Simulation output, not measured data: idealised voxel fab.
process module | voxel wiring stack
cross-section cut | 275 nm wide | cells 5 nm
A cross-section is a grid of square cells, given in bands from the top down. A band is one or more rows of cells.
Each band's line starts with the height of the band's top and of its bottom, in nm. Then come its materials from left to right, each with its width in nm. One material with "throughout" fills the band from edge to edge. "air" is empty space.
Height 0 is the level under which the wafer as received is all one material. The lowest band goes on downwards, as in "0 down".
A width such as "30 to 40" changes by the same amount from each row of cells to the next, from the band's top row to its bottom row.
"no change" after a step means that no cell of the cross-section changed.
closed voids: empty space of 8 cells or more with no open way to the top, each as width x height at its distance from the left edge, in nm
after a step's settings: what the simulator itself notes on the step
overlay nm, on a step with a mask: how far to the right of its planned place the mask lay; to the left if negative
plan
1 op RECEIVE | material Si
2 op CONFORMAL_DEP | material SiO2 | thk nm 15
3 op DIRECTIONAL_DEP | material TiN | thk nm 5
4 op DIRECTIONAL_DEP | material Ru | thk nm 15
5 op DIRECTIONAL_DEP | material aC | thk nm 15
6 op PATTERN | tone cover | mask id METAL_1 | material resist | width nm 25 | pitch nm 40 | thk nm 35 | overlay nm -15
7 op DIRECTIONAL_ETCH | etch materials aC | depth nm 15
8 op STRIP | etch materials resist
9 op DIRECTIONAL_ETCH | etch materials Ru | depth nm 15
10 op DIRECTIONAL_ETCH | etch materials TiN | depth nm 5
11 op STRIP | etch materials aC
12 op FILL_DEP | material lowk | thk nm 5
13 op CMP | height nm 35
14 op CONFORMAL_DEP | material SiCN | thk nm 5
15 op DIRECTIONAL_DEP | material lowk | thk nm 15
16 op DIRECTIONAL_DEP | material aC | thk nm 15
17 op PATTERN | tone open | mask id PLUG_1 | material resist | width nm 15 | pitch nm 40 | thk nm 35 | overlay nm 0
18 op DIRECTIONAL_ETCH | etch materials aC | depth nm 15
19 op STRIP | etch materials resist
20 op DIRECTIONAL_ETCH | etch materials lowk | depth nm 15
21 op DIRECTIONAL_ETCH | etch materials SiCN | depth nm 5
22 op STRIP | etch materials aC
23 op EPI | material Ru | thk nm 10
24 op EPI | material Ru | thk nm 10
25 op CONFORMAL_DEP | material SiN | thk nm 5
26 op DIRECTIONAL_DEP | material SiO2 | thk nm 15
27 op MASKED_ETCH | tone open | mask id METAL_2 | width nm 25 | pitch nm 40 | etch materials SiO2 | depth nm 15 | overlay nm 0
28 op MASKED_ETCH | tone open | mask id METAL_2 | width nm 25 | pitch nm 40 | etch materials SiN | depth nm 5 | overlay nm 0
29 op CONFORMAL_DEP | material TiN | thk nm 5
30 op FILL_DEP | material Cu | thk nm 5
31 op CMP | height nm 75
32 op EPI | material Ru | thk nm 5
33 op FILL_DEP | material SiCN | thk nm 5
34 op DIRECTIONAL_DEP | material SiO2 | thk nm 35
35 op MASKED_ETCH | tone open | mask id METAL_3 | width nm 25 | pitch nm 40 | etch materials SiO2 | depth nm 20 | overlay nm 0
36 op DIRECTIONAL_DEP | material aC | thk nm 10
37 op PATTERN | tone open | mask id METAL_3_HOLES | material resist | width nm 15 | pitch nm 80 | thk nm 30 | overlay nm 0
38 op DIRECTIONAL_ETCH | etch materials aC | depth nm 10
39 op STRIP | etch materials resist
40 op DIRECTIONAL_ETCH | etch materials SiO2 | depth nm 15
41 op DIRECTIONAL_ETCH | etch materials SiCN | depth nm 5
42 op STRIP | etch materials aC
43 op CONFORMAL_DEP | material TiN | thk nm 5
44 op FILL_DEP | material Cu | thk nm 5
45 op CMP | height nm 120
46 op CONFORMAL_DEP | material SiN | thk nm 5
varied across the wafers: overlay nm of step 6. The plan shows the first wafer's value. All wafers start alike
first wafer as received, after step 1
  0 down: Si throughout
  closed voids: none
first wafer at the end, after step 46
  125 to 120: SiN throughout
  120 to 105: SiO2 65 | TiN 5 | Cu 15 | TiN 5 | SiO2 15 | TiN 5 | Cu 15 | TiN 5 | SiO2 15 | TiN 5 | Cu 15 | TiN 5 | SiO2 15 | TiN 5 | Cu 15 | TiN 5 | SiO2 65
  105 to 100: SiO2 65 | TiN 5 | Cu 5 | TiN 15 | SiO2 15 | TiN 25 | SiO2 15 | TiN 5 | Cu 5 | TiN 15 | SiO2 15 | TiN 25 | SiO2 65
  100 to 85: SiO2 65 | TiN 5 | Cu 5 | TiN 5 | SiO2 65 | TiN 5 | Cu 5 | TiN 5 | SiO2 115
  85 to 80: SiCN 65 | TiN 15 | SiCN 65 | TiN 15 | SiCN 115
  80 to 75: SiCN 60 | Ru 35 | SiCN 5 | Ru 35 | SiCN 5 | Ru 35 | SiCN 5 | Ru 35 | SiCN 60
  75 to 60: SiO2 65 | TiN 5 | Cu 15 | TiN 5 | SiO2 15 | TiN 5 | Cu 15 | TiN 5 | SiO2 15 | TiN 5 | Cu 15 | TiN 5 | SiO2 15 | TiN 5 | Cu 15 | TiN 5 | SiO2 65
  60 to 55: SiN 65 | TiN 25 | SiN 15 | TiN 25 | SiN 15 | TiN 25 | SiN 15 | TiN 25 | SiN 65
  55 to 40: lowk 65 | Ru 15 | lowk 25 | Ru 15 | lowk 25 | Ru 15 | lowk 25 | Ru 15 | lowk 75
  40 to 35: SiCN 65 | Ru 15 | SiCN 25 | Ru 15 | SiCN 25 | Ru 15 | SiCN 25 | Ru 15 | SiCN 75
  35 to 20: lowk 50 | Ru 25 | lowk 15 | Ru 25 | lowk 15 | Ru 25 | lowk 15 | Ru 25 | lowk 80
  20 to 15: lowk 50 | TiN 25 | lowk 15 | TiN 25 | lowk 15 | TiN 25 | lowk 15 | TiN 25 | lowk 80
  15 to 0: SiO2 throughout
  0 down: Si throughout
  closed voids: none
last wafer at the end
  125 to 120: SiN throughout
  120 to 105: SiO2 65 | TiN 5 | Cu 15 | TiN 5 | SiO2 15 | TiN 5 | Cu 15 | TiN 5 | SiO2 15 | TiN 5 | Cu 15 | TiN 5 | SiO2 15 | TiN 5 | Cu 15 | TiN 5 | SiO2 65
  105 to 100: SiO2 65 | TiN 5 | Cu 5 | TiN 15 | SiO2 15 | TiN 25 | SiO2 15 | TiN 5 | Cu 5 | TiN 15 | SiO2 15 | TiN 25 | SiO2 65
  100 to 85: SiO2 65 | TiN 5 | Cu 5 | TiN 5 | SiO2 65 | TiN 5 | Cu 5 | TiN 5 | SiO2 115
  85 to 80: SiCN 65 | TiN 15 | SiCN 65 | TiN 15 | SiCN 115
  80 to 75: SiCN 60 | Ru 35 | SiCN 5 | Ru 35 | SiCN 5 | Ru 35 | SiCN 5 | Ru 35 | SiCN 60
  75 to 60: SiO2 65 | TiN 5 | Cu 15 | TiN 5 | SiO2 15 | TiN 5 | Cu 15 | TiN 5 | SiO2 15 | TiN 5 | Cu 15 | TiN 5 | SiO2 15 | TiN 5 | Cu 15 | TiN 5 | SiO2 65
  60 to 55: SiN 65 | TiN 25 | SiN 15 | TiN 25 | SiN 15 | TiN 25 | SiN 15 | TiN 25 | SiN 65
  55 to 40: lowk 65 | SiN 5 | TiN 5 | SiN 5 | lowk 25 | SiN 5 | TiN 5 | SiN 5 | lowk 25 | SiN 5 | TiN 5 | SiN 5 | lowk 25 | SiN 5 | TiN 5 | SiN 5 | lowk 75
  40 to 35: SiCN 65 | SiN 5 | TiN 5 | SiN 5 | SiCN 25 | SiN 5 | TiN 5 | SiN 5 | SiCN 25 | SiN 5 | TiN 5 | SiN 5 | SiCN 25 | SiN 5 | TiN 5 | SiN 5 | SiCN 75
  35 to 20: lowk 80 | Ru 25 | lowk 15 | Ru 25 | lowk 15 | Ru 25 | lowk 15 | Ru 25 | lowk 50
  20 to 15: lowk 80 | TiN 25 | lowk 15 | TiN 25 | lowk 15 | TiN 25 | lowk 15 | TiN 25 | lowk 50
  15 to 0: SiO2 throughout
  0 down: Si throughout
  closed voids: none
each wafer at the end: cells of each material gained (+) or lost (-) since it was received, then its closed voids
overlay nm -15 | +80 Cu | +136 Ru | +119 SiCN | +90 SiN | +557 SiO2 | +124 TiN | +269 lowk | closed voids: none
overlay nm -10 | +80 Cu | +136 Ru | +119 SiCN | +90 SiN | +557 SiO2 | +124 TiN | +269 lowk | closed voids: none
overlay nm -5 | +80 Cu | +136 Ru | +119 SiCN | +90 SiN | +557 SiO2 | +124 TiN | +269 lowk | closed voids: none
overlay nm 0 | +80 Cu | +136 Ru | +119 SiCN | +90 SiN | +557 SiO2 | +124 TiN | +269 lowk | closed voids: none
overlay nm 5 | +80 Cu | +136 Ru | +119 SiCN | +90 SiN | +557 SiO2 | +124 TiN | +269 lowk | closed voids: none
overlay nm 10 | +80 Cu | +136 Ru | +119 SiCN | +90 SiN | +557 SiO2 | +124 TiN | +269 lowk | closed voids: none
overlay nm 15 | +80 Cu | +88 Ru | +119 SiCN | +122 SiN | +557 SiO2 | +140 TiN | +269 lowk | closed voids: none
